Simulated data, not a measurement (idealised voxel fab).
The following process module bears the name voxel wiring stack.
295 nm wide, 5 nm square cells: that's cross-section cut.
A cross-section in this document is a grid of square cells, and it is written down as bands, the top band listed before the ones below it; a band is made up of one or more rows of cells.
Band: top height; bottom height; in nm. Then, left to right: material with width in nm, for each material. "everywhere": a single material spanning edge to edge. "blank": empty space.
Below 0: as-received wafer, all one material; heights counted from there. Lowest band: no bottom, goes on down, written "top 0, no bottom".
Top row gets the first number, bottom row gets the second, and each row in between changes by the same step: that is how a band width like "30 to 40" works.
The cross-section has no changed cell in any step marked "no change".
What "Trapped void list" gives you is every empty space of 8 cells or more that is cut off from the top. Each appears as width x height at distance, with the distance taken from the left edge and width, height and distance all in nm.
That trailing text on a step's line, after the settings, is the simulator's own remark on the step.
"overlay nm" answers the question of how far to the right of plan the mask lay on a step that has a mask, and when it is negative the answer is to the left.
-- The process steps that were planned are listed below
1) RECEIVE | material Si
2) CONFORMAL_DEP | material SiO2 | thk nm 10
3) DIRECTIONAL_DEP | material TiN | thk nm 5
4) DIRECTIONAL_DEP | material Ru | thk nm 15
5) PATTERN | tone cover | mask id METAL_1 | material resist | width nm 30 | pitch nm 60 | thk nm 20 | overlay nm 0
6) DIRECTIONAL_ETCH | etch materials Ru | depth nm 15
7) DIRECTIONAL_ETCH | etch materials TiN | depth nm 5
8) STRIP | etch materials resist
9) FILL_DEP | material SiO2 | thk nm 5
10) CMP | height nm 30
11) CONFORMAL_DEP | material SiCN | thk nm 5
12) DIRECTIONAL_DEP | material SiO2 | thk nm 20
13) MASKED_ETCH | tone open | mask id PLUG_1 | width nm 15 | pitch nm 120 | etch materials SiO2 | depth nm 20 | overlay nm 0
14) MASKED_ETCH | tone open | mask id PLUG_1 | width nm 15 | pitch nm 120 | etch materials SiCN | depth nm 5 | overlay nm 0
15) EPI | material Ru | thk nm 10
16) EPI | material Ru | thk nm 10
17) EPI | material Ru | thk nm 5
18) DIRECTIONAL_DEP | material TiN | thk nm 5
19) DIRECTIONAL_DEP | material Ru | thk nm 25
20) MASKED_ETCH | tone cover | mask id METAL_2 | width nm 30 | pitch nm 60 | etch materials Ru | depth nm 25 | overlay nm 0
21) MASKED_ETCH | tone cover | mask id METAL_2 | width nm 30 | pitch nm 60 | etch materials TiN | depth nm 5 | overlay nm 0
22) CONFORMAL_DEP | material SiCN | thk nm 5
23) FILL_DEP | material SiO2 | thk nm 5
24) CMP | height nm 85
25) CONFORMAL_DEP | material SiCN | thk nm 5
-- Wafer cross-section on receipt, i.e. after step 1
	top 0, no bottom: Si everywhere
	Trapped void list: none
-- Final cross-section, module run with one mistake (start and plan as above)
	top 90, bottom 85: SiCN everywhere
	top 85, bottom 60: 35 SiO2  5 SiCN  30 Ru  5 SiCN  20 SiO2  5 SiCN  30 Ru  5 SiCN  20 SiO2  5 SiCN  30 Ru  5 SiCN  20 SiO2  5 SiCN  30 Ru  5 SiCN  40 SiO2
	top 60, bottom 55: 40 SiCN  30 TiN  30 SiCN  30 TiN  30 SiCN  30 TiN  30 SiCN  30 TiN  45 SiCN
	top 55, bottom 35: 40 SiO2  15 Ru  105 SiO2  15 Ru  120 SiO2
	top 35, bottom 30: 40 SiCN  15 Ru  105 SiCN  15 Ru  120 SiCN
	top 30, bottom 15: 40 SiO2  30 Ru  30 SiO2  30 Ru  30 SiO2  30 Ru  30 SiO2  30 Ru  45 SiO2
	top 15, bottom 5: SiO2 everywhere
	top 5, bottom 0: TiN everywhere
	top 0, no bottom: Si everywhere
	Trapped void list: none
The plan and the run diverged here: step 3 occupied the plan position of step 2, and the converse holds as well
